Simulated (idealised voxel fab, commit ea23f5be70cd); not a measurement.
The following process module bears the name voxel transistor to metal.
Shown is cross-section cut, with a width of 185 nm and square cells of size 5 nm.
Think of the cross-section as a grid of square cells. We describe it in bands, top to bottom, and each band covers one or more rows of those cells.
Each band's line starts with the height of the band's top and of its bottom, in nm. Then come its materials from left to right, each with its width in nm. One material with "everywhere" fills the band from edge to edge. "empty" is empty space.
Heights are measured from 0, the level below which the as-received wafer is all one material; the lowest band has no bottom and continues downward, written as in "z 0 and below".
You'd read "30->40" like this: the band's top row of cells is as wide as the first number, its bottom row is as wide as the second, and going down, every row changes width by the same amount as the row before did.
For the purposes of this document, the phrase "no change occurred" attached to a step denotes that no cell within the cross-section was modified by that step.
In the "Trapped void list" entry, you get each enclosed empty space of 8 cells or more, one with no open way to the top, written width x height at distance, distance from the left edge, in nm.
On each step's line, the part that comes after the settings is the simulator's own comment on the step.
"overlay nm", when on a step's line for a step with a mask, measures how far to the right of its planned place the mask lay; a negative measure means to the left.
Quick note on how to read the rest: it's all pairs. You get the cross-section before a process step and the one after, but the after one only goes down as far as the lowest band that changed. The step in between, with its settings, sits under the pair. Heads up, the pairs can come from different runs of this module on the same starting wafer, so don't assume a pair picks up from the one above unless its "Pre-step condition" entry says it does.
PRE-STEP CONDITION
z 50 to 40 = SiO2 50 | empty 30 | SiO2 25 | empty 30 | SiO2 50
z 40 to 30 = SiO2 50 | empty 25 | SiN 10 | SiCN 15 | SiN 10 | empty 25 | SiO2 50
z 30 to 5 = SiO2 50 | empty 25 | SiN 10 | polySi 15 | SiN 10 | empty 25 | SiO2 50
z 5 to 0 = SiO2 40 | SiN 10 | empty 15 | nSi 10 | SiN 10 | polySi 15 | SiN 10 | nSi 10 | empty 15 | SiN 10 | SiO2 40
z 0 to -5 = SiO2 40 | SiN 5 | SiO2 5 | nSi 10 | empty 5 | nSi 10 | SiO2 35 | nSi 10 | empty 5 | nSi 10 | SiO2 5 | SiN 5 | SiO2 40
z -5 to -10 = SiO2 50 | nSi 25 | Si 35 | nSi 25 | SiO2 50
z -10 to -15 = SiO2 45 | Si 5 | nSi 25 | Si 35 | nSi 25 | Si 5 | SiO2 45
z -15 to -30 = SiO2 45 | Si 95 | SiO2 45
z -30 and below = Si everywhere
Trapped void list: none
POST-STEP GEOMETRY
z 55 to 50 = TiN 55 | empty 20 | TiN 35 | empty 20 | TiN 55
z 50 to 40 = SiO2 50 | TiN 5 | empty 20->15 | TiN 5->10 | SiO2 25 | TiN 5->10 | empty 20->15 | TiN 5 | SiO2 50
z 40 to 30 = SiO2 50 | TiN 5 | empty 15 | TiN 5 | SiN 10 | SiCN 15 | SiN 10 | TiN 5 | empty 15 | TiN 5 | SiO2 50
z 30 to 10 = SiO2 50 | TiN 5 | empty 15 | TiN 5 | SiN 10 | polySi 15 | SiN 10 | TiN 5 | empty 15 | TiN 5 | SiO2 50
z 10 to 5 = SiO2 50 | TiN 5 | empty 5 | TiN 15 | SiN 10 | polySi 15 | SiN 10 | TiN 15 | empty 5 | TiN 5 | SiO2 50
z 5 to 0 = SiO2 40 | SiN 10 | TiN 15 | nSi 10 | SiN 10 | polySi 15 | SiN 10 | nSi 10 | TiN 15 | SiN 10 | SiO2 40
z 0 to -5 = SiO2 40 | SiN 5 | SiO2 5 | nSi 10 | TiN 5 | nSi 10 | SiO2 35 | nSi 10 | TiN 5 | nSi 10 | SiO2 5 | SiN 5 | SiO2 40
below -5: unchanged
Trapped void list: none
Between the two cross-sections above, the process step reads CONFORMAL_DEP (material TiN; thk nm 5)
Pre-step condition: we pick up right where the pair above leaves off, with its after cross-section.
POST-STEP GEOMETRY
z 60 to 55 = Ru everywhere
z 55 to 50 = TiN 55 | Ru 20 | TiN 35 | Ru 20 | TiN 55
z 50 to 40 = SiO2 50 | TiN 5 | Ru 20->15 | TiN 5->10 | SiO2 25 | TiN 5->10 | Ru 20->15 | TiN 5 | SiO2 50
z 40 to 30 = SiO2 50 | TiN 5 | Ru 15 | TiN 5 | SiN 10 | SiCN 15 | SiN 10 | TiN 5 | Ru 15 | TiN 5 | SiO2 50
z 30 to 10 = SiO2 50 | TiN 5 | Ru 15 | TiN 5 | SiN 10 | polySi 15 | SiN 10 | TiN 5 | Ru 15 | TiN 5 | SiO2 50
z 10 to 5 = SiO2 50 | TiN 5 | Ru 5 | TiN 15 | SiN 10 | polySi 15 | SiN 10 | TiN 15 | Ru 5 | TiN 5 | SiO2 50
below 5: unchanged
Trapped void list: none
Between the two cross-sections above, the process step reads FILL_DEP (material Ru; thk nm 5)
Pre-step condition: we pick up right where the pair above leaves off, with its after cross-section.
POST-STEP GEOMETRY
z 50 to 40 = SiO2 50 | TiN 5 | Ru 20->15 | TiN 5->10 | SiO2 25 | TiN 5->10 | Ru 20->15 | TiN 5 | SiO2 50
below 40: unchanged
Trapped void list: none
Between the two cross-sections above, the process step reads CMP (height nm 50)
Pre-step condition: we pick up right where the pair above leaves off, with its after cross-section.
POST-STEP GEOMETRY
z 55 to 50 = TiN everywhere
below 50: unchanged
Trapped void list: none
Between the two cross-sections above, the process step reads DIRECTIONAL_DEP (material TiN; thk nm 5)
Pre-step condition: we pick up right where the pair above leaves off, with its after cross-section.
POST-STEP GEOMETRY
z 70 to 55 = W everywhere
below 55: unchanged
Trapped void list: none
Between the two cross-sections above, the process step reads DIRECTIONAL_DEP (material W; thk nm 15)
Pre-step condition: we pick up right where the pair above leaves off, with its after cross-section.
POST-STEP GEOMETRY
z 90 to 70 = empty 50 | resist 20 | empty 45 | resist 20 | empty 50
below 70: unchanged
Trapped void list: none
Between the two cross-sections above, the process step reads PATTERN (tone cover; mask id METAL_1; material resist; width nm 20; pitch nm 65; thk nm 20; overlay nm 0)
Pre-step condition: we pick up right where the pair above leaves off, with its after cross-section.
POST-STEP GEOMETRY
z 90 to 70 = empty 50 | resist 20 | empty 45 | resist 20 | empty 50
z 70 to 55 = empty 50 | W 20 | empty 45 | W 20 | empty 50
below 55: unchanged
Trapped void list: none
Between the two cross-sections above, the process step reads DIRECTIONAL_ETCH (etch materials W; depth nm 15)
Pre-step condition: we pick up right where the pair above leaves off, with its after cross-section.
POST-STEP GEOMETRY
z 90 to 70 = empty 50 | resist 20 | empty 45 | resist 20 | empty 50
z 70 to 55 = empty 50 | W 20 | empty 45 | W 20 | empty 50
z 55 to 50 = empty 50 | TiN 20 | empty 45 | TiN 20 | empty 50
below 50: unchanged
Trapped void list: none
Between the two cross-sections above, the process step reads DIRECTIONAL_ETCH (etch materials TiN; depth nm 5)
Pre-step condition: we pick up right where the pair above leaves off, with its after cross-section.
POST-STEP GEOMETRY
z 70 to 55 = empty 50 | W 20 | empty 45 | W 20 | empty 50
below 55: unchanged
Trapped void list: none
Between the two cross-sections above, the process step reads STRIP (etch materials resist)
Pre-step condition: we pick up right where the pair above leaves off, with its after cross-section.
POST-STEP GEOMETRY
z 75 to 70 = empty 45 | SiCN 30 | empty 35 | SiCN 30 | empty 45
z 70 to 55 = empty 45 | SiCN 5 | W 20 | SiCN 5 | empty 35 | SiCN 5 | W 20 | SiCN 5 | empty 45
z 55 to 50 = SiCN 50 | TiN 20 | SiCN 45 | TiN 20 | SiCN 50
below 50: unchanged
Trapped void list: none
Between the two cross-sections above, the process step reads CONFORMAL_DEP (material SiCN; thk nm 5)
Pre-step condition: we pick up right where the pair above leaves off, with its after cross-section.
POST-STEP GEOMETRY
z 80 to 75 = SiO2 everywhere
z 75 to 70 = SiO2 45 | SiCN 30 | SiO2 35 | SiCN 30 | SiO2 45
z 70 to 55 = SiO2 45 | SiCN 5 | W 20 | SiCN 5 | SiO2 35 | SiCN 5 | W 20 | SiCN 5 | SiO2 45
below 55: unchanged
Trapped void list: none
Between the two cross-sections above, the process step reads FILL_DEP (material SiO2; thk nm 5)
Pre-step condition: we pick up right where the pair above leaves off, with its after cross-section.
POST-STEP GEOMETRY
z 70 to 55 = SiO2 45 | SiCN 5 | W 20 | SiCN 5 | SiO2 35 | SiCN 5 | W 20 | SiCN 5 | SiO2 45
below 55: unchanged
Trapped void list: none
Between the two cross-sections above, the process step reads CMP (height nm 70)
Pre-step condition: we pick up right where the pair above leaves off, with its after cross-section.
POST-STEP GEOMETRY
z 75 to 70 = SiN everywhere
below 70: unchanged
Trapped void list: none
Between the two cross-sections above, the process step reads CONFORMAL_DEP (material SiN; thk nm 5)
PRE-STEP CONDITION
z 15 to 5 = empty 45 | SiN 95 | empty 45
z 5 to 0 = empty 45 | SiO2 95 | empty 45
z 0 to -30 = empty 45 | Si 95 | empty 45
z -30 and below = Si everywhere
Trapped void list: none
POST-STEP GEOMETRY
z 15 to 5 = empty 45 | SiN 95 | empty 45
z 5 to 0 = empty 45 | SiO2 95 | empty 45
z 0 to -60 = empty 45 | Si 95 | empty 45
below -60: unchanged
Trapped void list: none
Between the two cross-sections above, the process step reads MASKED_ETCH (tone cover; mask id ACTIVE; width nm 95; etch materials Si; depth nm 30; overlay nm 0)
Pre-step condition: we pick up right where the pair above leaves off, with its after cross-section.
POST-STEP GEOMETRY
z 25 to 15 = SiO2 everywhere
z 15 to 5 = SiO2 45 | SiN 95 | SiO2 45
z 5 to 0 = SiO2 everywhere
z 0 to -60 = SiO2 45 | Si 95 | SiO2 45
below -60: unchanged
Trapped void list: none
Between the two cross-sections above, the process step reads FILL_DEP (material SiO2; thk nm 10)
Pre-step condition: we pick up right where the pair above leaves off, with its after cross-section.
POST-STEP GEOMETRY
z 15 to 5 = SiO2 45 | SiN 95 | SiO2 45
below 5: unchanged
Trapped void list: none
Between the two cross-sections above, the process step reads CMP (height nm 15)
Pre-step condition: we pick up right where the pair above leaves off, with its after cross-section.
POST-STEP GEOMETRY
z 15 to 10 = empty 45 | SiN 95 | empty 45
below 10: unchanged
Trapped void list: none
Between the two cross-sections above, the process step reads SELECTIVE_ETCH (etch materials SiO2; depth nm 5)
Pre-step condition: we pick up right where the pair above leaves off, with its after cross-section.
POST-STEP GEOMETRY
z 10 to 5 = SiO2 45 | empty 95 | SiO2 45
below 5: unchanged
Trapped void list: none
Between the two cross-sections above, the process step reads STRIP (etch materials SiN)
Pre-step condition: we pick up right where the pair above leaves off, with its after cross-section.
POST-STEP GEOMETRY
z 5 to 0 = SiO2 40 | empty 105 | SiO2 40
below 0: unchanged
Trapped void list: none
Between the two cross-sections above, the process step reads SELECTIVE_ETCH (etch materials SiO2; depth nm 5)
Pre-step condition: we pick up right where the pair above leaves off, with its after cross-section.
POST-STEP GEOMETRY
z 5 to 0 = SiO2 40 | empty 105 | SiO2 40
z 0 to -5 = SiO2 everywhere
below -5: unchanged
Trapped void list: none
Between the two cross-sections above, the process step reads OXIDIZE (depth nm 5)
Pre-step condition: we pick up right where the pair above leaves off, with its after cross-section.
POST-STEP GEOMETRY
z 35 to 30 = polySi 40 | empty 105 | polySi 40
z 30 to 5 = polySi everywhere
z 5 to 0 = SiO2 40 | polySi 105 | SiO2 40
below 0: unchanged
Trapped void list: none
Between the two cross-sections above, the process step reads DIRECTIONAL_DEP (material polySi; thk nm 30)
Pre-step condition: we pick up right where the pair above leaves off, with its after cross-section.
POST-STEP GEOMETRY
z 45 to 40 = SiCN 40 | empty 105 | SiCN 40
z 40 to 35 = SiCN everywhere
z 35 to 30 = polySi 40 | SiCN 105 | polySi 40
below 30: unchanged
Trapped void list: none
Between the two cross-sections above, the process step reads DIRECTIONAL_DEP (material SiCN; thk nm 10)
Pre-step condition: we pick up right where the pair above leaves off, with its after cross-section.
POST-STEP GEOMETRY
z 40 to 35 = empty 85 | SiCN 15 | empty 85
z 35 to 30 = polySi 40 | empty 45 | SiCN 15 | empty 45 | polySi 40
below 30: unchanged
Trapped void list: none
Between the two cross-sections above, the process step reads MASKED_ETCH (tone cover; mask id GATE; width nm 15; etch materials SiCN; depth nm 20; overlay nm 0)
Pre-step condition: we pick up right where the pair above leaves off, with its after cross-section.
POST-STEP GEOMETRY
z 40 to 30 = empty 85 | SiCN 15 | empty 85
z 30 to 5 = empty 85 | polySi 15 | empty 85
z 5 to 0 = SiO2 40 | empty 45 | polySi 15 | empty 45 | SiO2 40
below 0: unchanged
Trapped void list: none
Between the two cross-sections above, the process step reads MASKED_ETCH (tone cover; mask id GATE; width nm 15; etch materials polySi; depth nm 40; overlay nm 0)
Pre-step condition: we pick up right where the pair above leaves off, with its after cross-section.
POST-STEP GEOMETRY
z 50 to 40 = empty 75 | SiN 35 | empty 75
z 40 to 30 = empty 75 | SiN 10 | SiCN 15 | SiN 10 | empty 75
z 30 to 15 = empty 75 | SiN 10 | polySi 15 | SiN 10 | empty 75
z 15 to 10 = SiN 50 | empty 25 | SiN 10 | polySi 15 | SiN 10 | empty 25 | SiN 50
z 10 to 5 = SiN 85 | polySi 15 | SiN 85
z 5 to 0 = SiO2 40 | SiN 45 | polySi 15 | SiN 45 | SiO2 40
below 0: unchanged
Trapped void list: none
Between the two cross-sections above, the process step reads CONFORMAL_DEP (material SiN; thk nm 10)
Pre-step condition: we pick up right where the pair above leaves off, with its after cross-section.
POST-STEP GEOMETRY
z 40 to 30 = empty 75 | SiN 10 | SiCN 15 | SiN 10 | empty 75
z 30 to 5 = empty 75 | SiN 10 | polySi 15 | SiN 10 | empty 75
z 5 to 0 = SiO2 40 | SiN 10 | empty 25 | SiN 10 | polySi 15 | SiN 10 | empty 25 | SiN 10 | SiO2 40
below 0: unchanged
Trapped void list: none
Between the two cross-sections above, the process step reads DIRECTIONAL_ETCH (etch materials SiN; depth nm 10)
Pre-step condition: we pick up right where the pair above leaves off, with its after cross-section.
POST-STEP GEOMETRY
z 40 to 30 = empty 75 | SiN 10 | SiCN 15 | SiN 10 | empty 75
z 30 to 5 = empty 75 | SiN 10 | polySi 15 | SiN 10 | empty 75
z 5 to 0 = empty 40 | SiN 10 | empty 25 | SiN 10 | polySi 15 | SiN 10 | empty 25 | SiN 10 | empty 40
z 0 to -5 = SiO2 50 | empty 25 | SiO2 35 | empty 25 | SiO2 50
below -5: unchanged
Trapped void list: none
Between the two cross-sections above, the process step reads DIRECTIONAL_ETCH (etch materials SiO2; depth nm 5)
Pre-step condition: we pick up right where the pair above leaves off, with its after cross-section.
POST-STEP GEOMETRY
z 40 to 30 = empty 75 | SiN 10 | SiCN 15 | SiN 10 | empty 75
z 30 to 5 = empty 75 | SiN 10 | polySi 15 | SiN 10 | empty 75
z 5 to 0 = empty 40 | SiN 10 | empty 25 | SiN 10 | polySi 15 | SiN 10 | empty 25 | SiN 10 | empty 40
z 0 to -5 = SiO2 50 | empty 25 | SiO2 35 | empty 25 | SiO2 50
z -5 to -15 = SiO2 45 | Si 5 | empty 25 | Si 35 | empty 25 | Si 5 | SiO2 45
below -15: unchanged
Trapped void list: none
Between the two cross-sections above, the process step reads DIRECTIONAL_ETCH (etch materials Si; depth nm 10)
Pre-step condition: we pick up right where the pair above leaves off, with its after cross-section.
POST-STEP GEOMETRY
z 40 to 30 = empty 75 | SiN 10 | SiCN 15 | SiN 10 | empty 75
z 30 to 5 = empty 75 | SiN 10 | polySi 15 | SiN 10 | empty 75
z 5 to 0 = empty 40 | SiN 10 | nSi 10 | empty 5 | nSi 10 | SiN 10 | polySi 15 | SiN 10 | nSi 10 | empty 5 | nSi 10 | SiN 10 | empty 40
z 0 to -5 = SiO2 50 | nSi 10 | empty 5 | nSi 10 | SiO2 35 | nSi 10 | empty 5 | nSi 10 | SiO2 50
z -5 to -15 = SiO2 45 | Si 5 | nSi 25 | Si 35 | nSi 25 | Si 5 | SiO2 45
below -15: unchanged
Trapped void list: none
Between the two cross-sections above, the process step reads EPI (material nSi; thk nm 10)
Pre-step condition: we pick up right where the pair above leaves off, with its after cross-section.
POST-STEP GEOMETRY
z 50 to 40 = SiO2 everywhere
z 40 to 30 = SiO2 75 | SiN 10 | SiCN 15 | SiN 10 | SiO2 75
z 30 to 5 = SiO2 75 | SiN 10 | polySi 15 | SiN 10 | SiO2 75
z 5 to 0 = SiO2 40 | SiN 10 | nSi 10 | SiO2 5 | nSi 10 | SiN 10 | polySi 15 | SiN 10 | nSi 10 | SiO2 5 | nSi 10 | SiN 10 | SiO2 40
z 0 to -5 = SiO2 50 | nSi 10 | SiO2 5 | nSi 10 | SiO2 35 | nSi 10 | SiO2 5 | nSi 10 | SiO2 50
below -5: unchanged
Trapped void list: none
Between the two cross-sections above, the process step reads FILL_DEP (material SiO2; thk nm 10)
Pre-step condition: we pick up right where the pair above leaves off, with its after cross-section.
POST-STEP GEOMETRY
z 40 to 30 = SiO2 75 | SiN 10 | SiCN 15 | SiN 10 | SiO2 75
below 30: unchanged
Trapped void list: none
Between the two cross-sections above, the process step reads CMP (height nm 40)
Pre-step condition: we pick up right where the pair above leaves off, with its after cross-section.
POST-STEP GEOMETRY
z 50 to 40 = SiO2 everywhere
below 40: unchanged
Trapped void list: none
Between the two cross-sections above, the process step reads DIRECTIONAL_DEP (material SiO2; thk nm 10)
Pre-step condition: we pick up right where the pair above leaves off, with its after cross-section.
POST-STEP GEOMETRY
z 70 to 50 = resist 50 | empty 30 | resist 25 | empty 30 | resist 50
below 50: unchanged
Trapped void list: none
Between the two cross-sections above, the process step reads PATTERN (tone open; mask id CONTACT; material resist; width nm 30; pitch nm 55; thk nm 20; overlay nm 0)
Pre-step condition: we pick up right where the pair above leaves off, with its after cross-section.
POST-STEP GEOMETRY
z 70 to 50 = resist 50 | empty 30 | resist 25 | empty 30 | resist 50
z 50 to 40 = SiO2 50 | empty 30 | SiO2 25 | empty 30 | SiO2 50
z 40 to 30 = SiO2 50 | empty 25 | SiN 10 | SiCN 15 | SiN 10 | empty 25 | SiO2 50
z 30 to 5 = SiO2 50 | empty 25 | SiN 10 | polySi 15 | SiN 10 | empty 25 | SiO2 50
z 5 to 0 = SiO2 40 | SiN 10 | nSi 10 | empty 5 | nSi 10 | SiN 10 | polySi 15 | SiN 10 | nSi 10 | empty 5 | nSi 10 | SiN 10 | SiO2 40
z 0 to -5 = SiO2 50 | nSi 10 | empty 5 | nSi 10 | SiO2 35 | nSi 10 | empty 5 | nSi 10 | SiO2 50
below -5: unchanged
Trapped void list: none
Between the two cross-sections above, the process step reads DIRECTIONAL_ETCH (etch materials SiO2; depth nm 55)
Pre-step condition: we pick up right where the pair above leaves off, with its after cross-section.
POST-STEP GEOMETRY
z 50 to 40 = SiO2 50 | empty 30 | SiO2 25 | empty 30 | SiO2 50
below 40: unchanged
Trapped void list: none
Between the two cross-sections above, the process step reads STRIP (etch materials resist)
Pre-step condition: we pick up right where the pair above leaves off, with its after cross-section.
POST-STEP GEOMETRY
z 55 to 50 = TiN 55 | empty 20 | TiN 35 | empty 20 | TiN 55
z 50 to 40 = SiO2 50 | TiN 5 | empty 20->15 | TiN 5->10 | SiO2 25 | TiN 5->10 | empty 20->15 | TiN 5 | SiO2 50
z 40 to 30 = SiO2 50 | TiN 5 | empty 15 | TiN 5 | SiN 10 | SiCN 15 | SiN 10 | TiN 5 | empty 15 | TiN 5 | SiO2 50
z 30 to 10 = SiO2 50 | TiN 5 | empty 15 | TiN 5 | SiN 10 | polySi 15 | SiN 10 | TiN 5 | empty 15 | TiN 5 | SiO2 50
z 10 to 5 = SiO2 50 | TiN 25 | SiN 10 | polySi 15 | SiN 10 | TiN 25 | SiO2 50
z 5 to 0 = SiO2 40 | SiN 10 | nSi 10 | TiN 5 | nSi 10 | SiN 10 | polySi 15 | SiN 10 | nSi 10 | TiN 5 | nSi 10 | SiN 10 | SiO2 40
z 0 to -5 = SiO2 50 | nSi 10 | TiN 5 | nSi 10 | SiO2 35 | nSi 10 | TiN 5 | nSi 10 | SiO2 50
below -5: unchanged
Trapped void list: none
Between the two cross-sections above, the process step reads CONFORMAL_DEP (material TiN; thk nm 5)
Pre-step condition: we pick up right where the pair above leaves off, with its after cross-section.
POST-STEP GEOMETRY
z 60 to 55 = Ru everywhere
z 55 to 50 = TiN 55 | Ru 20 | TiN 35 | Ru 20 | TiN 55
z 50 to 40 = SiO2 50 | TiN 5 | Ru 20->15 | TiN 5->10 | SiO2 25 | TiN 5->10 | Ru 20->15 | TiN 5 | SiO2 50
z 40 to 30 = SiO2 50 | TiN 5 | Ru 15 | TiN 5 | SiN 10 | SiCN 15 | SiN 10 | TiN 5 | Ru 15 | TiN 5 | SiO2 50
z 30 to 10 = SiO2 50 | TiN 5 | Ru 15 | TiN 5 | SiN 10 | polySi 15 | SiN 10 | TiN 5 | Ru 15 | TiN 5 | SiO2 50
below 10: unchanged
Trapped void list: none
Between the two cross-sections above, the process step reads FILL_DEP (material Ru; thk nm 5)
Pre-step condition: we pick up right where the pair above leaves off, with its after cross-section.
POST-STEP GEOMETRY
z 50 to 40 = SiO2 50 | TiN 5 | Ru 20->15 | TiN 5->10 | SiO2 25 | TiN 5->10 | Ru 20->15 | TiN 5 | SiO2 50
below 40: unchanged
Trapped void list: none
Between the two cross-sections above, the process step reads CMP (height nm 50)
Pre-step condition: we pick up right where the pair above leaves off, with its after cross-section.
POST-STEP GEOMETRY
z 55 to 50 = TiN everywhere
below 50: unchanged
Trapped void list: none
Between the two cross-sections above, the process step reads DIRECTIONAL_DEP (material TiN; thk nm 5)
Pre-step condition: we pick up right where the pair above leaves off, with its after cross-section.
POST-STEP GEOMETRY
z 70 to 55 = W everywhere
below 55: unchanged
Trapped void list: none
Between the two cross-sections above, the process step reads DIRECTIONAL_DEP (material W; thk nm 15)
Pre-step condition: we pick up right where the pair above leaves off, with its after cross-section.
POST-STEP GEOMETRY
z 90 to 70 = empty 50 | resist 20 | empty 45 | resist 20 | empty 50
below 70: unchanged
Trapped void list: none
Between the two cross-sections above, the process step reads PATTERN (tone cover; mask id METAL_1; material resist; width nm 20; pitch nm 65; thk nm 20; overlay nm 0)
Pre-step condition: we pick up right where the pair above leaves off, with its after cross-section.
POST-STEP GEOMETRY
z 90 to 70 = empty 50 | resist 20 | empty 45 | resist 20 | empty 50
z 70 to 55 = empty 50 | W 20 | empty 45 | W 20 | empty 50
below 55: unchanged
Trapped void list: none
Between the two cross-sections above, the process step reads DIRECTIONAL_ETCH (etch materials W; depth nm 15)
Pre-step condition: we pick up right where the pair above leaves off, with its after cross-section.
POST-STEP GEOMETRY
z 90 to 70 = empty 50 | resist 20 | empty 45 | resist 20 | empty 50
z 70 to 55 = empty 50 | W 20 | empty 45 | W 20 | empty 50
z 55 to 50 = empty 50 | TiN 20 | empty 45 | TiN 20 | empty 50
below 50: unchanged
Trapped void list: none
Between the two cross-sections above, the process step reads DIRECTIONAL_ETCH (etch materials TiN; depth nm 5)
Pre-step condition: we pick up right where the pair above leaves off, with its after cross-section.
POST-STEP GEOMETRY
z 70 to 55 = empty 50 | W 20 | empty 45 | W 20 | empty 50
below 55: unchanged
Trapped void list: none
Between the two cross-sections above, the process step reads STRIP (etch materials resist)
Pre-step condition: we pick up right where the pair above leaves off, with its after cross-section.
POST-STEP GEOMETRY
z 75 to 70 = empty 45 | SiCN 30 | empty 35 | SiCN 30 | empty 45
z 70 to 55 = empty 45 | SiCN 5 | W 20 | SiCN 5 | empty 35 | SiCN 5 | W 20 | SiCN 5 | empty 45
z 55 to 50 = SiCN 50 | TiN 20 | SiCN 45 | TiN 20 | SiCN 50
below 50: unchanged
Trapped void list: none
Between the two cross-sections above, the process step reads CONFORMAL_DEP (material SiCN; thk nm 5)
Pre-step condition: we pick up right where the pair above leaves off, with its after cross-section.
POST-STEP GEOMETRY
z 80 to 75 = SiO2 everywhere
z 75 to 70 = SiO2 45 | SiCN 30 | SiO2 35 | SiCN 30 | SiO2 45
z 70 to 55 = SiO2 45 | SiCN 5 | W 20 | SiCN 5 | SiO2 35 | SiCN 5 | W 20 | SiCN 5 | SiO2 45
below 55: unchanged
Trapped void list: none
Between the two cross-sections above, the process step reads FILL_DEP (material SiO2; thk nm 5)
Pre-step condition: we pick up right where the pair above leaves off, with its after cross-section.
POST-STEP GEOMETRY
z 70 to 55 = SiO2 45 | SiCN 5 | W 20 | SiCN 5 | SiO2 35 | SiCN 5 | W 20 | SiCN 5 | SiO2 45
below 55: unchanged
Trapped void list: none
Between the two cross-sections above, the process step reads CMP (height nm 70)
Pre-step condition: we pick up right where the pair above leaves off, with its after cross-section.
POST-STEP GEOMETRY
z 75 to 70 = SiN everywhere
below 70: unchanged
Trapped void list: none
Between the two cross-sections above, the process step reads CONFORMAL_DEP (material SiN; thk nm 5)
PRE-STEP CONDITION
z 50 to 40 = SiO2 50 | TiN 5 | Ru 20->15 | TiN 5->10 | SiO2 25 | TiN 5->10 | Ru 20->15 | TiN 5 | SiO2 50
z 40 to 30 = SiO2 50 | TiN 5 | Ru 15 | TiN 5 | SiN 10 | SiCN 15 | SiN 10 | TiN 5 | Ru 15 | TiN 5 | SiO2 50
z 30 to 10 = SiO2 50 | TiN 5 | Ru 15 | TiN 5 | SiN 10 | polySi 15 | SiN 10 | TiN 5 | Ru 15 | TiN 5 | SiO2 50
z 10 to 5 = SiO2 50 | TiN 25 | SiN 10 | polySi 15 | SiN 10 | TiN 25 | SiO2 50
z 5 to 0 = SiO2 40 | SiN 10 | nSi 10 | TiN 5 | nSi 10 | SiN 10 | polySi 15 | SiN 10 | nSi 10 | TiN 5 | nSi 10 | SiN 10 | SiO2 40
z 0 to -5 = SiO2 50 | nSi 10 | TiN 5 | nSi 10 | SiO2 35 | nSi 10 | TiN 5 | nSi 10 | SiO2 50
z -5 to -15 = SiO2 45 | Si 5 | nSi 25 | Si 35 | nSi 25 | Si 5 | SiO2 45
z -15 to -30 = SiO2 45 | Si 95 | SiO2 45
z -30 and below = Si everywhere
Trapped void list: none
POST-STEP GEOMETRY
z 65 to 50 = W everywhere
below 50: unchanged
Trapped void list: none
Between the two cross-sections above, the process step reads DIRECTIONAL_DEP (material W; thk nm 15)
Pre-step condition: we pick up right where the pair above leaves off, with its after cross-section.
POST-STEP GEOMETRY
z 70 to 65 = TiN everywhere
below 65: unchanged
Trapped void list: none
Between the two cross-sections above, the process step reads DIRECTIONAL_DEP (material TiN; thk nm 5)
Pre-step condition: we pick up right where the pair above leaves off, with its after cross-section.
POST-STEP GEOMETRY
z 90 to 70 = empty 50 | resist 20 | empty 45 | resist 20 | empty 50
below 70: unchanged
Trapped void list: none
Between the two cross-sections above, the process step reads PATTERN (tone cover; mask id METAL_1; material resist; width nm 20; pitch nm 65; thk nm 20; overlay nm 0)
Pre-step condition: we pick up right where the pair above leaves off, with its after cross-section.
POST-STEP GEOMETRY
z 90 to 70 = empty 50 | resist 20 | empty 45 | resist 20 | empty 50
z 70 to 65 = empty 50 | TiN 20 | empty 45 | TiN 20 | empty 50
below 65: unchanged
Trapped void list: none
Between the two cross-sections above, the process step reads DIRECTIONAL_ETCH (etch materials TiN; depth nm 5)
Pre-step condition: we pick up right where the pair above leaves off, with its after cross-section.
POST-STEP GEOMETRY
z 70 to 65 = empty 50 | TiN 20 | empty 45 | TiN 20 | empty 50
below 65: unchanged
Trapped void list: none
Between the two cross-sections above, the process step reads STRIP (etch materials resist)
Pre-step condition: we pick up right where the pair above leaves off, with its after cross-section.
POST-STEP GEOMETRY
z 75 to 70 = empty 45 | SiCN 30 | empty 35 | SiCN 30 | empty 45
z 70 to 65 = SiCN 50 | TiN 20 | SiCN 45 | TiN 20 | SiCN 50
below 65: unchanged
Trapped void list: none
Between the two cross-sections above, the process step reads CONFORMAL_DEP (material SiCN; thk nm 5)
Pre-step condition: we pick up right where the pair above leaves off, with its after cross-section.
POST-STEP GEOMETRY
z 80 to 75 = SiO2 everywhere
z 75 to 70 = SiO2 45 | SiCN 30 | SiO2 35 | SiCN 30 | SiO2 45
below 70: unchanged
Trapped void list: none
Between the two cross-sections above, the process step reads FILL_DEP (material SiO2; thk nm 5)
Pre-step condition: we pick up right where the pair above leaves off, with its after cross-section.
POST-STEP GEOMETRY
z 70 to 65 = SiCN 50 | TiN 20 | SiCN 45 | TiN 20 | SiCN 50
below 65: unchanged
Trapped void list: none
Between the two cross-sections above, the process step reads CMP (height nm 70)
Pre-step condition: we pick up right where the pair above leaves off, with its after cross-section.
POST-STEP GEOMETRY
z 75 to 70 = SiN everywhere
below 70: unchanged
Trapped void list: none
Between the two cross-sections above, the process step reads CONFORMAL_DEP (material SiN; thk nm 5)
PRE-STEP CONDITION
z 80 to 75 = SiO2 everywhere
z 75 to 70 = SiO2 45 | SiCN 30 | SiO2 35 | SiCN 30 | SiO2 45
z 70 to 55 = SiO2 45 | SiCN 5 | W 20 | SiCN 5 | SiO2 35 | SiCN 5 | W 20 | SiCN 5 | SiO2 45
z 55 to 50 = SiCN 50 | TiN 20 | SiCN 45 | TiN 20 | SiCN 50
z 50 to 40 = SiO2 50 | TiN 5 | Ru 20->15 | TiN 5->10 | SiO2 25 | TiN 5->10 | Ru 20->15 | TiN 5 | SiO2 50
z 40 to 30 = SiO2 50 | TiN 5 | Ru 15 | TiN 5 | SiN 10 | SiCN 15 | SiN 10 | TiN 5 | Ru 15 | TiN 5 | SiO2 50
z 30 to 10 = SiO2 50 | TiN 5 | Ru 15 | TiN 5 | SiN 10 | polySi 15 | SiN 10 | TiN 5 | Ru 15 | TiN 5 | SiO2 50
z 10 to 5 = SiO2 50 | TiN 25 | SiN 10 | polySi 15 | SiN 10 | TiN 25 | SiO2 50
z 5 to 0 = SiO2 40 | SiN 10 | nSi 10 | TiN 5 | nSi 10 | SiN 10 | polySi 15 | SiN 10 | nSi 10 | TiN 5 | nSi 10 | SiN 10 | SiO2 40
z 0 to -5 = SiO2 50 | nSi 10 | TiN 5 | nSi 10 | SiO2 35 | nSi 10 | TiN 5 | nSi 10 | SiO2 50
z -5 to -15 = SiO2 45 | Si 5 | nSi 25 | Si 35 | nSi 25 | Si 5 | SiO2 45
z -15 to -30 = SiO2 45 | Si 95 | SiO2 45
z -30 and below = Si everywhere
Trapped void list: none
POST-STEP GEOMETRY
z 65 to 55 = SiO2 45 | SiCN 5 | W 20 | SiCN 5 | SiO2 35 | SiCN 5 | W 20 | SiCN 5 | SiO2 45
below 55: unchanged
Trapped void list: none
Between the two cross-sections above, the process step reads CMP (height nm 65)
Pre-step condition: we pick up right where the pair above leaves off, with its after cross-section.
POST-STEP GEOMETRY
z 70 to 65 = SiN everywhere
below 65: unchanged
Trapped void list: none
Between the two cross-sections above, the process step reads CONFORMAL_DEP (material SiN; thk nm 5)
